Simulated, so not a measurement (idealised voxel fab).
The following process module bears the name voxel gate over fins.
cross-section cut | 250 nm wide | cells 5 nm
Cross-section layout: square cells on a grid; listed as bands, top to bottom; a band spans one or more cell rows. Look at the band entry: it leads with the top's height and the bottom's height in nm. Then it lists the materials left to right, with a width in nm for each. The word "throughout" on a single material says that material fills the band edge to edge. The word "empty" is empty space. Heights from 0 (as-received wafer is one material below). Bottom band endless downward, as "from 0 down". Top row gets the first number, bottom row gets the second, and each row in between changes by the same step: that is how a band width like "30..40" works. "all unchanged" for a step: no cell of the cross-section changed in that step. The list in "Closed void listing" covers empty spaces of 8 cells or more that cannot reach the top through any open way, and it gives each as width x height at distance; the distance is from the left edge, and width, height and distance are in nm. after a step's settings: what the simulator itself notes on the step. overlay nm: step with mask; distance mask lay right of planned place; negative value = left of planned place.
# Steps in the process plan
1) op RECEIVE | material Si
2) op CONFORMAL_DEP | material SiN | thk nm 5
3) op MASKED_ETCH | tone cover | mask id FINS | width nm 15 | pitch nm 35 | etch materials SiN | depth nm 5 | overlay nm 0
4) op MASKED_ETCH | tone cover | mask id FINS | width nm 15 | pitch nm 35 | etch materials Si | depth nm 35 | overlay nm 0
5) op OXIDIZE | depth nm 5
6) op FILL_DEP | material SiO2 | thk nm 10
7) op CMP | height nm 5
8) op SELECTIVE_ETCH | etch materials SiO2 | depth nm 15
9) op STRIP | etch materials SiN
10) op CONFORMAL_DEP | material HfO2 | thk nm 5
11) op CONFORMAL_DEP | material TiN | thk nm 5
12) op CONFORMAL_DEP | material TiAl | thk nm 5
13) op CONFORMAL_DEP | material TiN | thk nm 5
14) op FILL_DEP | material W | thk nm 10
15) op CMP | height nm 25
16) op CONFORMAL_DEP | material SiN | thk nm 10
# First wafer out of two, processed as planned
# Here's what the wafer looked like in cross-section when it arrived - that's after step 1
	from 0 down: Si throughout
	Closed void listing: none
# The wafer, seen in cross-section, after step 2
	from 5 to 0: SiN throughout
	Below a height of 0, the structure has not been altered.
# The wafer, seen in cross-section, after step 3
	from 5 to 0: empty 100; SiN 15; empty 20; SiN 15; empty 100
	Below a height of 0, the structure has not been altered.
# The wafer, seen in cross-section, after step 4
	from 5 to 0: empty 100; SiN 15; empty 20; SiN 15; empty 100
	from 0 to -35: empty 100; Si 15; empty 20; Si 15; empty 100
	Below a height of -35, the structure has not been altered.
# The wafer, seen in cross-section, after step 5
	from 5 to 0: empty 100; SiN 15; empty 20; SiN 15; empty 100
	from 0 to -35: empty 100; SiO2 5; Si 5; SiO2 5; empty 20; SiO2 5; Si 5; SiO2 5; empty 100
	from -35 to -40: SiO2 105; Si 5; SiO2 30; Si 5; SiO2 105
	Below a height of -40, the structure has not been altered.
# The wafer, seen in cross-section, after step 6
	from 15 to 5: SiO2 throughout
	from 5 to 0: SiO2 100; SiN 15; SiO2 20; SiN 15; SiO2 100
	from 0 to -40: SiO2 105; Si 5; SiO2 30; Si 5; SiO2 105
	Below a height of -40, the structure has not been altered.
# The wafer, seen in cross-section, after step 7
	from 5 to 0: SiO2 100; SiN 15; SiO2 20; SiN 15; SiO2 100
	Below a height of 0, the structure has not been altered.
# The wafer, seen in cross-section, after step 8
	from 5 to 0: empty 100; SiN 15; empty 20; SiN 15; empty 100
	from 0 to -10: empty 105; Si 5; empty 30; Si 5; empty 105
	Below a height of -10, the structure has not been altered.
# The wafer, seen in cross-section, after step 9
	from 0 to -10: empty 105; Si 5; empty 30; Si 5; empty 105
	Below a height of -10, the structure has not been altered.
# The wafer, seen in cross-section, after step 10
	from 5 to 0: empty 100; HfO2 15; empty 20; HfO2 15; empty 100
	from 0 to -5: empty 100; HfO2 5; Si 5; HfO2 5; empty 20; HfO2 5; Si 5; HfO2 5; empty 100
	from -5 to -10: HfO2 105; Si 5; HfO2 30; Si 5; HfO2 105
	Below a height of -10, the structure has not been altered.
# The wafer, seen in cross-section, after step 11
	from 10 to 5: empty 95; TiN 25; empty 10; TiN 25; empty 95
	from 5 to 0: empty 95; TiN 5; HfO2 15; TiN 5; empty 10; TiN 5; HfO2 15; TiN 5; empty 95
	from 0 to -5: TiN 100; HfO2 5; Si 5; HfO2 5; TiN 20; HfO2 5; Si 5; HfO2 5; TiN 100
	Below a height of -5, the structure has not been altered.
# The wafer, seen in cross-section, after step 12
	from 15 to 10: empty 90; TiAl 70; empty 90
	from 10 to 5: empty 90; TiAl 5; TiN 25; TiAl 10; TiN 25; TiAl 5; empty 90
	from 5 to 0: TiAl 95; TiN 5; HfO2 15; TiN 5; TiAl 10; TiN 5; HfO2 15; TiN 5; TiAl 95
	Below a height of 0, the structure has not been altered.
# The wafer, seen in cross-section, after step 13
	from 20 to 15: empty 85; TiN 80; empty 85
	from 15 to 10: empty 85; TiN 5; TiAl 70; TiN 5; empty 85
	from 10 to 5: TiN 90; TiAl 5; TiN 25; TiAl 10; TiN 25; TiAl 5; TiN 90
	Below a height of 5, the structure has not been altered.
# The wafer, seen in cross-section, after step 14
	from 30 to 20: W throughout
	from 20 to 15: W 85; TiN 80; W 85
	from 15 to 10: W 85; TiN 5; TiAl 70; TiN 5; W 85
	Below a height of 10, the structure has not been altered.
# The wafer, seen in cross-section, after step 15
	from 25 to 20: W throughout
	Below a height of 20, the structure has not been altered.
# The wafer, seen in cross-section, after step 16
	from 35 to 25: SiN throughout
	Below a height of 25, the structure has not been altered.
# Second wafer. Start and plan as for the first. One mistake made in running. Agrees with the first up to and including step 2
# Cross-section, second wafer, at the end time the plan gives for step 3
	from 5 to 0: SiN 100; empty 15; SiN 20; empty 15; SiN 100
	Below a height of 0, the structure has not been altered.
Cross-section, second wafer, at the end time the plan gives for step 4: all unchanged
# Cross-section, second wafer, at the end time the plan gives for step 5
	from 5 to 0: SiN 100; empty 15; SiN 20; empty 15; SiN 100
	from 0 to -5: Si 95; SiO2 25; Si 10; SiO2 25; Si 95
	Below a height of -5, the structure has not been altered.
# Cross-section, second wafer, at the end time the plan gives for step 6
	from 15 to 5: SiO2 throughout
	from 5 to 0: SiN 100; SiO2 15; SiN 20; SiO2 15; SiN 100
	Below a height of 0, the structure has not been altered.
# Cross-section, second wafer, at the end time the plan gives for step 7
	from 5 to 0: SiN 100; SiO2 15; SiN 20; SiO2 15; SiN 100
	Below a height of 0, the structure has not been altered.
# Cross-section, second wafer, at the end time the plan gives for step 8
	from 5 to 0: SiN 100; empty 15; SiN 20; empty 15; SiN 100
	from 0 to -5: Si 95; empty 25; Si 10; empty 25; Si 95
	Below a height of -5, the structure has not been altered.
# Cross-section, second wafer, at the end time the plan gives for step 9
	from 0 to -5: Si 95; empty 25; Si 10; empty 25; Si 95
	Below a height of -5, the structure has not been altered.
# Cross-section, second wafer, at the end time the plan gives for step 10
	from 5 to 0: HfO2 100; empty 15; HfO2 20; empty 15; HfO2 100
	from 0 to -5: Si 95; HfO2 25; Si 10; HfO2 25; Si 95
	Below a height of -5, the structure has not been altered.
# Cross-section, second wafer, at the end time the plan gives for step 11
	from 10 to 5: TiN 105; empty 5; TiN 30; empty 5; TiN 105
	from 5 to 0: HfO2 100; TiN 15; HfO2 20; TiN 15; HfO2 100
	Below a height of 0, the structure has not been altered.
# Cross-section, second wafer, at the end time the plan gives for step 12
	from 15 to 10: TiAl throughout
	from 10 to 5: TiN 105; TiAl 5; TiN 30; TiAl 5; TiN 105
	Below a height of 5, the structure has not been altered.
# Cross-section, second wafer, at the end time the plan gives for step 13
	from 20 to 15: TiN throughout
	Below a height of 15, the structure has not been altered.
# Cross-section, second wafer, at the end time the plan gives for step 14
	from 30 to 20: W throughout
	Below a height of 20, the structure has not been altered.
# Cross-section, second wafer, at the end time the plan gives for step 15
	from 25 to 20: W throughout
	Below a height of 20, the structure has not been altered.
# Cross-section, second wafer, at the end time the plan gives for step 16
	from 35 to 25: SiN throughout
	Below a height of 25, the structure has not been altered.
Processing error: step 3 ran with different settings than intended, the actual operation and settings being op MASKED_ETCH | tone open | mask id FINS | width nm 15 | pitch nm 35 | etch materials SiN | depth nm 5 | overlay nm 0
The closing comparison, in cells, has the second wafer with more or fewer of some materials than the first: -4 HfO2; +374 Si; -288 SiO2; -6 TiAl; -8 TiN; -68 W
